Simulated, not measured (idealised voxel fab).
The process module presented herein is designated voxel self aligned vias.
Cross-section cut spans 235 nm and uses square cells 5 nm in size.
Cross-section format: a grid of square cells, given as bands from top to bottom; each band is one or more rows of cells. What a band's entry tells you: where the top is and where the bottom is, as heights in nm, and after that what lies inside, material by material from left to right, each with its width in nm. Empty space is written as the word "air", and a single material marked with the word "everywhere" occupies the band from edge to edge. Where do heights start? At 0: under that level the wafer as delivered is made of one material only. And the lowest band has no floor; it just carries on downward, as in "0..down". It should be noted that a width expressed as "30->40" varies in equal increments from row to row of cells within the band, taking the value of the first number at the top row and that of the second number at the bottom row. The cross-section has no changed cell in any step marked "no change". "Sealed voids": empty spaces of 8 cells or more with no open way to the top, each given as width x height at distance, distance from the left edge, all in nm. Text after the settings on a step's line: the simulator's own remark on that step. If you see "overlay nm" on a step's line and that step has a mask, it's telling you how far right of where it was planned the mask ended up; a negative number means it went left instead.
[The planned process steps are enumerated hereunder]
1: RECEIVE (material Si)
2: CONFORMAL_DEP (material SiO2; thk nm 15)
3: CONFORMAL_DEP (material SiCN; thk nm 5)
4: DIRECTIONAL_DEP (material SiO2; thk nm 30)
5: MASKED_ETCH (tone open; mask id LINES; width nm 30; pitch nm 70; etch materials SiO2; depth nm 30; overlay nm 0)
6: CONFORMAL_DEP (material TiN; thk nm 5)
7: FILL_DEP (material W; thk nm 10)
8: CMP (height nm 50)
9: SELECTIVE_ETCH (etch materials W Ru TiN; depth nm 10)
10: FILL_DEP (material SiN; thk nm 5)
11: CMP (height nm 50)
12: DIRECTIONAL_DEP (material SiO2; thk nm 20)
13: PATTERN (tone open; mask id VIAS; material resist; width nm 40; pitch nm 140; thk nm 20; overlay nm 0)
14: DIRECTIONAL_ETCH (etch materials SiO2; depth nm 20)
15: DIRECTIONAL_ETCH (etch materials SiN; depth nm 10)
16: STRIP (etch materials resist)
17: CONFORMAL_DEP (material TiN; thk nm 5)
18: FILL_DEP (material W; thk nm 10)
19: CMP (height nm 70)
20: CONFORMAL_DEP (material SiN; thk nm 5)
The plan's step 13 width nm is the first wafer's value; the wafers differ in this setting and start identical.
[First of several wafers, received after step 1, in cross-section]
> 0..down = Si everywhere
> Sealed voids: none
[first wafer at the end, after step 20]
> 75..70 = SiN everywhere
> 70..55 = SiO2 (25), then TiN (5), then W (30), then TiN (5), then SiO2 (100), then TiN (5), then W (30), then TiN (5), then SiO2 (30)
> 55..50 = SiO2 (25), then TiN (10), then W (20), then TiN (10), then SiO2 (100), then TiN (10), then W (20), then TiN (10), then SiO2 (30)
> 50..45 = SiO2 (30), then TiN (5), then W (20), then TiN (5), then SiO2 (40), then SiN (30), then SiO2 (40), then TiN (5), then W (20), then TiN (5), then SiO2 (35)
> 45..40 = SiO2 (30), then TiN (30), then SiO2 (40), then SiN (30), then SiO2 (40), then TiN (30), then SiO2 (35)
> 40..25 = SiO2 (30), then TiN (5), then W (20), then TiN (5), then SiO2 (40), then TiN (5), then W (20), then TiN (5), then SiO2 (40), then TiN (5), then W (20), then TiN (5), then SiO2 (35)
> 25..20 = SiO2 (30), then TiN (30), then SiO2 (40), then TiN (30), then SiO2 (40), then TiN (30), then SiO2 (35)
> 20..15 = SiCN everywhere
> 15..0 = SiO2 everywhere
> 0..down = Si everywhere
> Sealed voids: none
[Last wafer, end of module, cross-section]
> 75..70 = SiN everywhere
> 70..55 = SiO2 (15), then TiN (5), then W (55), then TiN (5), then SiO2 (75), then TiN (5), then W (55), then TiN (5), then SiO2 (15)
> 55..50 = SiO2 (15), then TiN (20), then W (20), then TiN (25), then SiO2 (75), then TiN (20), then W (20), then TiN (25), then SiO2 (15)
> 50..45 = SiO2 (30), then TiN (5), then W (20), then TiN (5), then SiO2 (40), then SiN (30), then SiO2 (40), then TiN (5), then W (20), then TiN (5), then SiO2 (35)
> 45..40 = SiO2 (30), then TiN (30), then SiO2 (40), then SiN (30), then SiO2 (40), then TiN (30), then SiO2 (35)
> 40..25 = SiO2 (30), then TiN (5), then W (20), then TiN (5), then SiO2 (40), then TiN (5), then W (20), then TiN (5), then SiO2 (40), then TiN (5), then W (20), then TiN (5), then SiO2 (35)
> 25..20 = SiO2 (30), then TiN (30), then SiO2 (40), then TiN (30), then SiO2 (40), then TiN (30), then SiO2 (35)
> 20..15 = SiCN everywhere
> 15..0 = SiO2 everywhere
> 0..down = Si everywhere
> Sealed voids: none
[Every row in this table is a wafer at the end of the module, and it gives, for each of the materials, the cells that wafer has gained (+) or lost (-) since it was received, then its closed voids]
width nm 40, +47 SiCN, +59 SiN, +439 SiO2, +72 TiN, +88 W, Sealed voids: none
width nm 45, +47 SiCN, +59 SiN, +431 SiO2, +74 TiN, +94 W, Sealed voids: none
width nm 50, +47 SiCN, +59 SiN, +423 SiO2, +76 TiN, +100 W, Sealed voids: none
width nm 55, +47 SiCN, +59 SiN, +415 SiO2, +78 TiN, +106 W, Sealed voids: none
width nm 60, +47 SiCN, +59 SiN, +407 SiO2, +80 TiN, +112 W, Sealed voids: none
width nm 65, +47 SiCN, +59 SiN, +399 SiO2, +82 TiN, +118 W, Sealed voids: none
